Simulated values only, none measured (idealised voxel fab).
The following is a process module called voxel transistor to metal.
Pictured: cross-section cut, 195 nm wide, on a grid of 5 nm square cells.
A cross-section is written here as square cells arranged in a grid, and it is given in bands from the top down, each band taking up one or more rows of cells.
Band: top height; bottom height; in nm. Then, left to right: material with width in nm, for each material. "all across": a single material spanning edge to edge. "blank": empty space.
Zero point of the height axis is 0; under it, received wafer = one material. Lowest band: continues down indefinitely, "top 0, no bottom".
The two numbers in a width such as "30..40" mark its ends across the band: the first belongs to the top row of cells, the second to the bottom row, and from each row to the next the width moves by the same amount.
A step reported as "nothing was modified" is a step in which no cell of the cross-section changed.
The entry "Closed void table" lists the empty spaces that cover at least 8 cells and have no open path to the top. Each is written as width x height at distance, where the distance is measured from the left edge and all three values are in nm.
Post-settings text on a step line: simulator's own remark regarding the step.
overlay nm: how far to the right of its planned place the mask lay on this masked step (negative: to the left).

# The steps planned for the process are as follows
1. RECEIVE | material Si
2. OXIDIZE | depth nm 5
3. CONFORMAL_DEP | material SiN | thk nm 10
4. MASKED_ETCH | tone cover | mask id ACTIVE | width nm 115 | etch materials SiN | depth nm 10 | overlay nm 0
5. MASKED_ETCH | tone cover | mask id ACTIVE | width nm 115 | etch materials SiO2 | depth nm 5 | overlay nm 0
6. MASKED_ETCH | tone cover | mask id ACTIVE | width nm 115 | etch materials Si | depth nm 35 | overlay nm 0
7. FILL_DEP | material SiO2 | thk nm 10
8. CMP | height nm 10
9. SELECTIVE_ETCH | etch materials SiO2 | depth nm 10
10. STRIP | etch materials SiN
11. SELECTIVE_ETCH | etch materials SiO2 | depth nm 5
12. OXIDIZE | depth nm 5
13. DIRECTIONAL_DEP | material polySi | thk nm 30
14. DIRECTIONAL_DEP | material SiCN | thk nm 15
15. DIRECTIONAL_DEP | material aC | thk nm 10
16. PATTERN | tone cover | mask id GATE | material resist | width nm 25 | thk nm 30 | overlay nm 0
17. DIRECTIONAL_ETCH | etch materials aC | depth nm 10
18. STRIP | etch materials resist
19. DIRECTIONAL_ETCH | etch materials SiCN | depth nm 25
20. DIRECTIONAL_ETCH | etch materials polySi | depth nm 40
21. STRIP | etch materials aC
22. CONFORMAL_DEP | material SiO2 | thk nm 5
23. DIRECTIONAL_ETCH | etch materials SiO2 | depth nm 5
24. CONFORMAL_DEP | material SiN | thk nm 5
25. DIRECTIONAL_ETCH | etch materials SiN | depth nm 5
26. DIRECTIONAL_ETCH | etch materials SiO2 | depth nm 5
27. EPI | material nSi | thk nm 5
28. FILL_DEP | material SiO2 | thk nm 10
29. CMP | height nm 40
30. DIRECTIONAL_DEP | material SiO2 | thk nm 10
31. PATTERN | tone open | mask id CONTACT | material resist | width nm 15 | pitch nm 80 | thk nm 15 | overlay nm 0
32. DIRECTIONAL_ETCH | etch materials SiO2 | depth nm 55
33. STRIP | etch materials resist
34. CONFORMAL_DEP | material TiN | thk nm 5
35. FILL_DEP | material Ru | thk nm 10
36. CMP | height nm 50
37. CONFORMAL_DEP | material SiN | thk nm 5
38. DIRECTIONAL_DEP | material SiO2 | thk nm 20
39. DIRECTIONAL_DEP | material aC | thk nm 15
40. PATTERN | tone open | mask id METAL_1 | material resist | width nm 15 | pitch nm 80 | thk nm 35 | overlay nm 0
41. DIRECTIONAL_ETCH | etch materials aC | depth nm 15
42. STRIP | etch materials resist
43. DIRECTIONAL_ETCH | etch materials SiO2 | depth nm 20
44. DIRECTIONAL_ETCH | etch materials SiN | depth nm 5
45. STRIP | etch materials aC
46. CONFORMAL_DEP | material TiN | thk nm 5
47. FILL_DEP | material Cu | thk nm 10
48. CMP | height nm 75
49. CONFORMAL_DEP | material SiCN | thk nm 5

# First of the two wafers, run per plan

# Here's what the wafer looked like in cross-section when it arrived - that's after step 1
    top 0, no bottom | Si all across
    Closed void table: none

# Wafer xsec, post step 2
    top 0, bottom -5 | SiO2 all across
    Under the height -5 nothing was changed.

# Wafer xsec, post step 3
    top 10, bottom 0 | SiN all across
    Under the height 0 nothing was changed.

# Wafer xsec, post step 4
    top 10, bottom 0 | blank 40 nm; SiN 115 nm; blank 40 nm
    Under the height 0 nothing was changed.

# Wafer xsec, post step 5
    top 10, bottom 0 | blank 40 nm; SiN 115 nm; blank 40 nm
    top 0, bottom -5 | blank 40 nm; SiO2 115 nm; blank 40 nm
    Under the height -5 nothing was changed.

# Wafer xsec, post step 6
    top 10, bottom 0 | blank 40 nm; SiN 115 nm; blank 40 nm
    top 0, bottom -5 | blank 40 nm; SiO2 115 nm; blank 40 nm
    top -5, bottom -40 | blank 40 nm; Si 115 nm; blank 40 nm
    Under the height -40 nothing was changed.

# Wafer xsec, post step 7
    top 20, bottom 10 | SiO2 all across
    top 10, bottom 0 | SiO2 40 nm; SiN 115 nm; SiO2 40 nm
    top 0, bottom -5 | SiO2 all across
    top -5, bottom -40 | SiO2 40 nm; Si 115 nm; SiO2 40 nm
    Under the height -40 nothing was changed.

# Wafer xsec, post step 8
    top 10, bottom 0 | SiO2 40 nm; SiN 115 nm; SiO2 40 nm
    Under the height 0 nothing was changed.

# Wafer xsec, post step 9
    top 10, bottom 0 | blank 40 nm; SiN 115 nm; blank 40 nm
    Under the height 0 nothing was changed.

# Wafer xsec, post step 10
    top 0, bottom -5 | SiO2 all across
    Under the height -5 nothing was changed.

# Wafer xsec, post step 11
    top -5, bottom -40 | SiO2 40 nm; Si 115 nm; SiO2 40 nm
    Under the height -40 nothing was changed.

# Wafer xsec, post step 12
    top -5, bottom -10 | SiO2 all across
    Under the height -10 nothing was changed.

# Wafer xsec, post step 13
    top 25, bottom -5 | polySi all across
    Under the height -5 nothing was changed.

# Wafer xsec, post step 14
    top 40, bottom 25 | SiCN all across
    Under the height 25 nothing was changed.

# Wafer xsec, post step 15
    top 50, bottom 40 | aC all across
    Under the height 40 nothing was changed.

# Wafer xsec, post step 16
    top 80, bottom 50 | blank 85 nm; resist 25 nm; blank 85 nm
    Under the height 50 nothing was changed.

# Wafer xsec, post step 17
    top 70, bottom 50 | blank 85 nm; resist 25 nm; blank 85 nm
    top 50, bottom 40 | blank 85 nm; aC 25 nm; blank 85 nm
    Under the height 40 nothing was changed.

# Wafer xsec, post step 18
    top 50, bottom 40 | blank 85 nm; aC 25 nm; blank 85 nm
    Under the height 40 nothing was changed.

# Wafer xsec, post step 19
    top 50, bottom 40 | blank 85 nm; aC 25 nm; blank 85 nm
    top 40, bottom 25 | blank 85 nm; SiCN 25 nm; blank 85 nm
    Under the height 25 nothing was changed.

# Wafer xsec, post step 20
    top 50, bottom 40 | blank 85 nm; aC 25 nm; blank 85 nm
    top 40, bottom 25 | blank 85 nm; SiCN 25 nm; blank 85 nm
    top 25, bottom -5 | blank 85 nm; polySi 25 nm; blank 85 nm
    Under the height -5 nothing was changed.

# Wafer xsec, post step 21
    top 40, bottom 25 | blank 85 nm; SiCN 25 nm; blank 85 nm
    Under the height 25 nothing was changed.

# Wafer xsec, post step 22
    top 45, bottom 40 | blank 80 nm; SiO2 35 nm; blank 80 nm
    top 40, bottom 25 | blank 80 nm; SiO2 5 nm; SiCN 25 nm; SiO2 5 nm; blank 80 nm
    top 25, bottom 0 | blank 80 nm; SiO2 5 nm; polySi 25 nm; SiO2 5 nm; blank 80 nm
    top 0, bottom -5 | SiO2 85 nm; polySi 25 nm; SiO2 85 nm
    Under the height -5 nothing was changed.

# Wafer xsec, post step 23
    top 40, bottom 25 | blank 80 nm; SiO2 5 nm; SiCN 25 nm; SiO2 5 nm; blank 80 nm
    top 25, bottom -5 | blank 80 nm; SiO2 5 nm; polySi 25 nm; SiO2 5 nm; blank 80 nm
    Under the height -5 nothing was changed.

# Wafer xsec, post step 24
    top 45, bottom 40 | blank 75 nm; SiN 45 nm; blank 75 nm
    top 40, bottom 25 | blank 75 nm; SiN 5 nm; SiO2 5 nm; SiCN 25 nm; SiO2 5 nm; SiN 5 nm; blank 75 nm
    top 25, bottom 0 | blank 75 nm; SiN 5 nm; SiO2 5 nm; polySi 25 nm; SiO2 5 nm; SiN 5 nm; blank 75 nm
    top 0, bottom -5 | SiN 80 nm; SiO2 5 nm; polySi 25 nm; SiO2 5 nm; SiN 80 nm
    Under the height -5 nothing was changed.

# Wafer xsec, post step 25
    top 40, bottom 25 | blank 75 nm; SiN 5 nm; SiO2 5 nm; SiCN 25 nm; SiO2 5 nm; SiN 5 nm; blank 75 nm
    top 25, bottom -5 | blank 75 nm; SiN 5 nm; SiO2 5 nm; polySi 25 nm; SiO2 5 nm; SiN 5 nm; blank 75 nm
    Under the height -5 nothing was changed.

# Wafer xsec, post step 26
    top 40, bottom 35 | blank 75 nm; SiN 5 nm; blank 5 nm; SiCN 25 nm; blank 5 nm; SiN 5 nm; blank 75 nm
    top 35, bottom 25 | blank 75 nm; SiN 5 nm; SiO2 5 nm; SiCN 25 nm; SiO2 5 nm; SiN 5 nm; blank 75 nm
    top 25, bottom -5 | blank 75 nm; SiN 5 nm; SiO2 5 nm; polySi 25 nm; SiO2 5 nm; SiN 5 nm; blank 75 nm
    top -5, bottom -10 | blank 75 nm; SiO2 45 nm; blank 75 nm
    Under the height -10 nothing was changed.

# Wafer xsec, post step 27
    top 40, bottom 35 | blank 75 nm; SiN 5 nm; blank 5 nm; SiCN 25 nm; blank 5 nm; SiN 5 nm; blank 75 nm
    top 35, bottom 25 | blank 75 nm; SiN 5 nm; SiO2 5 nm; SiCN 25 nm; SiO2 5 nm; SiN 5 nm; blank 75 nm
    top 25, bottom -5 | blank 75 nm; SiN 5 nm; SiO2 5 nm; polySi 25 nm; SiO2 5 nm; SiN 5 nm; blank 75 nm
    top -5, bottom -10 | blank 35 nm; nSi 40 nm; SiO2 45 nm; nSi 40 nm; blank 35 nm
    Under the height -10 nothing was changed.

# Wafer xsec, post step 28
    top 50, bottom 40 | SiO2 all across
    top 40, bottom 25 | SiO2 75 nm; SiN 5 nm; SiO2 5 nm; SiCN 25 nm; SiO2 5 nm; SiN 5 nm; SiO2 75 nm
    top 25, bottom -5 | SiO2 75 nm; SiN 5 nm; SiO2 5 nm; polySi 25 nm; SiO2 5 nm; SiN 5 nm; SiO2 75 nm
    top -5, bottom -10 | SiO2 35 nm; nSi 40 nm; SiO2 45 nm; nSi 40 nm; SiO2 35 nm
    Under the height -10 nothing was changed.

# Wafer xsec, post step 29
    top 40, bottom 25 | SiO2 75 nm; SiN 5 nm; SiO2 5 nm; SiCN 25 nm; SiO2 5 nm; SiN 5 nm; SiO2 75 nm
    Under the height 25 nothing was changed.

# Wafer xsec, post step 30
    top 50, bottom 40 | SiO2 all across
    Under the height 40 nothing was changed.

# Wafer xsec, post step 31
    top 65, bottom 50 | resist 50 nm; blank 15 nm; resist 65 nm; blank 15 nm; resist 50 nm
    Under the height 50 nothing was changed.

# Wafer xsec, post step 32
    top 65, bottom 50 | resist 50 nm; blank 15 nm; resist 65 nm; blank 15 nm; resist 50 nm
    top 50, bottom 40 | SiO2 50 nm; blank 15 nm; SiO2 65 nm; blank 15 nm; SiO2 50 nm
    top 40, bottom 25 | SiO2 50 nm; blank 15 nm; SiO2 10 nm; SiN 5 nm; SiO2 5 nm; SiCN 25 nm; SiO2 5 nm; SiN 5 nm; SiO2 10 nm; blank 15 nm; SiO2 50 nm
    top 25, bottom -5 | SiO2 50 nm; blank 15 nm; SiO2 10 nm; SiN 5 nm; SiO2 5 nm; polySi 25 nm; SiO2 5 nm; SiN 5 nm; SiO2 10 nm; blank 15 nm; SiO2 50 nm
    Under the height -5 nothing was changed.

# Wafer xsec, post step 33
    top 50, bottom 40 | SiO2 50 nm; blank 15 nm; SiO2 65 nm; blank 15 nm; SiO2 50 nm
    Under the height 40 nothing was changed.

# Wafer xsec, post step 34
    top 55, bottom 50 | TiN 55 nm; blank 5 nm; TiN 75 nm; blank 5 nm; TiN 55 nm
    top 50, bottom 40 | SiO2 50 nm; TiN 5 nm; blank 5 nm; TiN 5 nm; SiO2 65 nm; TiN 5 nm; blank 5 nm; TiN 5 nm; SiO2 50 nm
    top 40, bottom 25 | SiO2 50 nm; TiN 5 nm; blank 5 nm; TiN 5 nm; SiO2 10 nm; SiN 5 nm; SiO2 5 nm; SiCN 25 nm; SiO2 5 nm; SiN 5 nm; SiO2 10 nm; TiN 5 nm; blank 5 nm; TiN 5 nm; SiO2 50 nm
    top 25, bottom 0 | SiO2 50 nm; TiN 5 nm; blank 5 nm; TiN 5 nm; SiO2 10 nm; SiN 5 nm; SiO2 5 nm; polySi 25 nm; SiO2 5 nm; SiN 5 nm; SiO2 10 nm; TiN 5 nm; blank 5 nm; TiN 5 nm; SiO2 50 nm
    top 0, bottom -5 | SiO2 50 nm; TiN 15 nm; SiO2 10 nm; SiN 5 nm; SiO2 5 nm; polySi 25 nm; SiO2 5 nm; SiN 5 nm; SiO2 10 nm; TiN 15 nm; SiO2 50 nm
    Under the height -5 nothing was changed.

# Wafer xsec, post step 35
    top 65, bottom 55 | Ru all across
    top 55, bottom 50 | TiN 55 nm; Ru 5 nm; TiN 75 nm; Ru 5 nm; TiN 55 nm
    top 50, bottom 40 | SiO2 50 nm; TiN 5 nm; Ru 5 nm; TiN 5 nm; SiO2 65 nm; TiN 5 nm; Ru 5 nm; TiN 5 nm; SiO2 50 nm
    top 40, bottom 25 | SiO2 50 nm; TiN 5 nm; Ru 5 nm; TiN 5 nm; SiO2 10 nm; SiN 5 nm; SiO2 5 nm; SiCN 25 nm; SiO2 5 nm; SiN 5 nm; SiO2 10 nm; TiN 5 nm; Ru 5 nm; TiN 5 nm; SiO2 50 nm
    top 25, bottom 0 | SiO2 50 nm; TiN 5 nm; Ru 5 nm; TiN 5 nm; SiO2 10 nm; SiN 5 nm; SiO2 5 nm; polySi 25 nm; SiO2 5 nm; SiN 5 nm; SiO2 10 nm; TiN 5 nm; Ru 5 nm; TiN 5 nm; SiO2 50 nm
    Under the height 0 nothing was changed.

# Wafer xsec, post step 36
    top 50, bottom 40 | SiO2 50 nm; TiN 5 nm; Ru 5 nm; TiN 5 nm; SiO2 65 nm; TiN 5 nm; Ru 5 nm; TiN 5 nm; SiO2 50 nm
    Under the height 40 nothing was changed.

# Wafer xsec, post step 37
    top 55, bottom 50 | SiN all across
    Under the height 50 nothing was changed.

# Wafer xsec, post step 38
    top 75, bottom 55 | SiO2 all across
    Under the height 55 nothing was changed.

# Wafer xsec, post step 39
    top 90, bottom 75 | aC all across
    Under the height 75 nothing was changed.

# Wafer xsec, post step 40
    top 125, bottom 90 | resist 50 nm; blank 15 nm; resist 65 nm; blank 15 nm; resist 50 nm
    Under the height 90 nothing was changed.

# Wafer xsec, post step 41
    top 110, bottom 90 | resist 50 nm; blank 15 nm; resist 65 nm; blank 15 nm; resist 50 nm
    top 90, bottom 75 | aC 50 nm; blank 15 nm; aC 65 nm; blank 15 nm; aC 50 nm
    Under the height 75 nothing was changed.

# Wafer xsec, post step 42
    top 90, bottom 75 | aC 50 nm; blank 15 nm; aC 65 nm; blank 15 nm; aC 50 nm
    Under the height 75 nothing was changed.

# Wafer xsec, post step 43
    top 90, bottom 75 | aC 50 nm; blank 15 nm; aC 65 nm; blank 15 nm; aC 50 nm
    top 75, bottom 55 | SiO2 50 nm; blank 15 nm; SiO2 65 nm; blank 15 nm; SiO2 50 nm
    Under the height 55 nothing was changed.

# Wafer xsec, post step 44
    top 90, bottom 75 | aC 50 nm; blank 15 nm; aC 65 nm; blank 15 nm; aC 50 nm
    top 75, bottom 55 | SiO2 50 nm; blank 15 nm; SiO2 65 nm; blank 15 nm; SiO2 50 nm
    top 55, bottom 50 | SiN 50 nm; blank 15 nm; SiN 65 nm; blank 15 nm; SiN 50 nm
    Under the height 50 nothing was changed.

# Wafer xsec, post step 45
    top 75, bottom 55 | SiO2 50 nm; blank 15 nm; SiO2 65 nm; blank 15 nm; SiO2 50 nm
    Under the height 55 nothing was changed.

# Wafer xsec, post step 46
    top 80, bottom 75 | TiN 55 nm; blank 5 nm; TiN 75 nm; blank 5 nm; TiN 55 nm
    top 75, bottom 55 | SiO2 50 nm; TiN 5 nm; blank 5 nm; TiN 5 nm; SiO2 65 nm; TiN 5 nm; blank 5 nm; TiN 5 nm; SiO2 50 nm
    top 55, bottom 50 | SiN 50 nm; TiN 15 nm; SiN 65 nm; TiN 15 nm; SiN 50 nm
    Under the height 50 nothing was changed.

# Wafer xsec, post step 47
    top 90, bottom 80 | Cu all across
    top 80, bottom 75 | TiN 55 nm; Cu 5 nm; TiN 75 nm; Cu 5 nm; TiN 55 nm
    top 75, bottom 55 | SiO2 50 nm; TiN 5 nm; Cu 5 nm; TiN 5 nm; SiO2 65 nm; TiN 5 nm; Cu 5 nm; TiN 5 nm; SiO2 50 nm
    Under the height 55 nothing was changed.

# Wafer xsec, post step 48
    top 75, bottom 55 | SiO2 50 nm; TiN 5 nm; Cu 5 nm; TiN 5 nm; SiO2 65 nm; TiN 5 nm; Cu 5 nm; TiN 5 nm; SiO2 50 nm
    Under the height 55 nothing was changed.

# Wafer xsec, post step 49
    top 80, bottom 75 | SiCN all across
    Under the height 75 nothing was changed.

# Okay, second wafer. Nothing different at the start, nothing different in the plan, just one mistake somewhere in the running. As far as step 47, counting that step, it's the first wafer all over again

Second wafer profile in section, at the moment step 48 of the plan was meant to be complete: nothing was modified

# Second wafer profile in section, at the moment step 49 of the plan was meant to be complete
    top 95, bottom 90 | SiCN all across
    Under the height 90 nothing was changed.
Diagnosis: step 48 from the plan never happened, it was just skipped
Cell-count delta at end, second wafer over first, by material: +80 Cu, +37 TiN
